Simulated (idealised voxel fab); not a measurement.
process module | voxel transistor to metal
cross-section cut | 170 nm wide | cells 5 nm
A cross-section is a grid of square cells, given in bands from the top down. A band is one or more rows of cells.
Each band's line starts with the height of the band's top and of its bottom, in nm. Then come its materials from left to right, each with its width in nm. One material with "throughout" fills the band from edge to edge. "air" is empty space.
Height 0 is the level under which the wafer as received is all one material. The lowest band goes on downwards, as in "0 down".
A width such as "30 to 40" changes by the same amount from each row of cells to the next, from the band's top row to its bottom row.
"no change" after a step means that no cell of the cross-section changed.
closed voids: empty space of 8 cells or more with no open way to the top, each as width x height at its distance from the left edge, in nm
after a step's settings: what the simulator itself notes on the step
overlay nm, on a step with a mask: how far to the right of its planned place the mask lay; to the left if negative
plan
1 op RECEIVE | material Si
2 op OXIDIZE | depth nm 5
3 op CONFORMAL_DEP | material SiN | thk nm 15
4 op PATTERN | tone cover | mask id ACTIVE | material resist | width nm 95 | thk nm 15 | overlay nm 0
5 op DIRECTIONAL_ETCH | etch materials SiN | depth nm 15
6 op DIRECTIONAL_ETCH | etch materials SiO2 | depth nm 5
7 op DIRECTIONAL_ETCH | etch materials Si | depth nm 25
8 op STRIP | etch materials resist
9 op OXIDIZE | depth nm 5
10 op FILL_DEP | material SiO2 | thk nm 10
11 op CMP | height nm 15
12 op SELECTIVE_ETCH | etch materials SiO2 | depth nm 15
13 op STRIP | etch materials SiN
14 op SELECTIVE_ETCH | etch materials SiO2 | depth nm 5
15 op OXIDIZE | depth nm 5
16 op DIRECTIONAL_DEP | material polySi | thk nm 30
17 op DIRECTIONAL_DEP | material SiCN | thk nm 10
18 op MASKED_ETCH | tone cover | mask id GATE | width nm 25 | etch materials SiCN | depth nm 20 | overlay nm 0
19 op MASKED_ETCH | tone cover | mask id GATE | width nm 25 | etch materials polySi | depth nm 40 | overlay nm 0
20 op CONFORMAL_DEP | material SiN | thk nm 10
21 op DIRECTIONAL_ETCH | etch materials SiN | depth nm 10
22 op DIRECTIONAL_ETCH | etch materials SiO2 | depth nm 5
23 op EPI | material nSi | thk nm 5
24 op FILL_DEP | material SiO2 | thk nm 5
25 op CMP | height nm 35
26 op DIRECTIONAL_DEP | material SiO2 | thk nm 15
27 op PATTERN | tone open | mask id CONTACT | material resist | width nm 25 | pitch nm 60 | thk nm 15 | overlay nm 0
28 op DIRECTIONAL_ETCH | etch materials SiO2 | depth nm 55
29 op STRIP | etch materials resist
30 op CONFORMAL_DEP | material TiN | thk nm 5
31 op FILL_DEP | material Ru | thk nm 5
32 op CMP | height nm 50
33 op CONFORMAL_DEP | material SiN | thk nm 5
34 op DIRECTIONAL_DEP | material SiO2 | thk nm 20
35 op PATTERN | tone open | mask id METAL_1 | material resist | width nm 15 | pitch nm 70 | thk nm 15 | overlay nm 0
36 op DIRECTIONAL_ETCH | etch materials SiO2 | depth nm 20
37 op DIRECTIONAL_ETCH | etch materials SiN | depth nm 5
38 op STRIP | etch materials resist
39 op CONFORMAL_DEP | material TiN | thk nm 5
40 op FILL_DEP | material Ru | thk nm 10
41 op CMP | height nm 75
42 op CONFORMAL_DEP | material SiN | thk nm 5
as received, after step 1
  0 down: Si throughout
  closed voids: none
first wafer at the end, as planned
  80 to 75: SiN throughout
  75 to 55: SiO2 40 | TiN 5 | Ru 5 | TiN 5 | SiO2 55 | TiN 5 | Ru 5 | TiN 5 | SiO2 45
  55 to 50: SiN 40 | TiN 15 | SiN 55 | TiN 15 | SiN 45
  50 to 40: SiO2 40 | TiN 5 | Ru 15 | TiN 5 | SiO2 35 | TiN 5 | Ru 15 | TiN 5 | SiO2 45
  40 to 35: SiO2 40 | TiN 5 | Ru 10 | TiN 10 | SiO2 35 | TiN 10 | Ru 10 | TiN 5 | SiO2 45
  35 to 25: SiO2 40 | TiN 5 | Ru 10 | TiN 5 | SiN 10 | SiCN 25 | SiN 10 | TiN 5 | Ru 10 | TiN 5 | SiO2 45
  25 to 0: SiO2 40 | TiN 5 | Ru 10 | TiN 5 | SiN 10 | polySi 25 | SiN 10 | TiN 5 | Ru 10 | TiN 5 | SiO2 45
  0 to -5: SiO2 40 | TiN 20 | SiN 10 | polySi 25 | SiN 10 | TiN 20 | SiO2 45
  -5 to -10: SiO2 35 | nSi 25 | SiO2 45 | nSi 25 | SiO2 40
  -10 to -35: SiO2 40 | Si 85 | SiO2 45
  -35 down: Si throughout
  closed voids: none
second wafer at the end: like start, like plan, one mistake
  80 to 75: SiN throughout
  75 to 55: SiO2 40 | TiN 5 | Ru 5 | TiN 5 | SiO2 55 | TiN 5 | Ru 5 | TiN 5 | SiO2 45
  55 to 50: SiN 40 | TiN 15 | SiN 55 | TiN 15 | SiN 45
  50 to 40: SiO2 40 | TiN 5 | Ru 15 | TiN 5 | SiO2 35 | TiN 5 | Ru 15 | TiN 5 | SiO2 45
  40 to 35: SiO2 40 | TiN 5 | Ru 10 | TiN 10 | SiO2 35 | TiN 15 | Ru 5 | TiN 5 | SiO2 45
  35 to 25: SiO2 40 | TiN 5 | Ru 10 | TiN 5 | SiN 10 | SiCN 30 | SiN 10 | TiN 5 | Ru 5 | TiN 5 | SiO2 45
  25 to 0: SiO2 40 | TiN 5 | Ru 10 | TiN 5 | SiN 10 | polySi 30 | SiN 10 | TiN 5 | Ru 5 | TiN 5 | SiO2 45
  0 to -5: SiO2 40 | TiN 20 | SiN 10 | polySi 30 | SiN 10 | TiN 15 | SiO2 45
  -5 to -10: SiO2 35 | nSi 25 | SiO2 50 | nSi 20 | SiO2 40
  -10 to -35: SiO2 40 | Si 85 | SiO2 45
  -35 down: Si throughout
  closed voids: none
what went wrong: step 18 ran as: op MASKED_ETCH | tone cover | mask id GATE | width nm 30 | etch materials SiCN | depth nm 20 | overlay nm 0
at the end the second wafer has, in cells: 8 fewer of Ru | 2 more of SiCN | 1 more of SiO2 | 1 fewer of nSi | 6 more of polySi
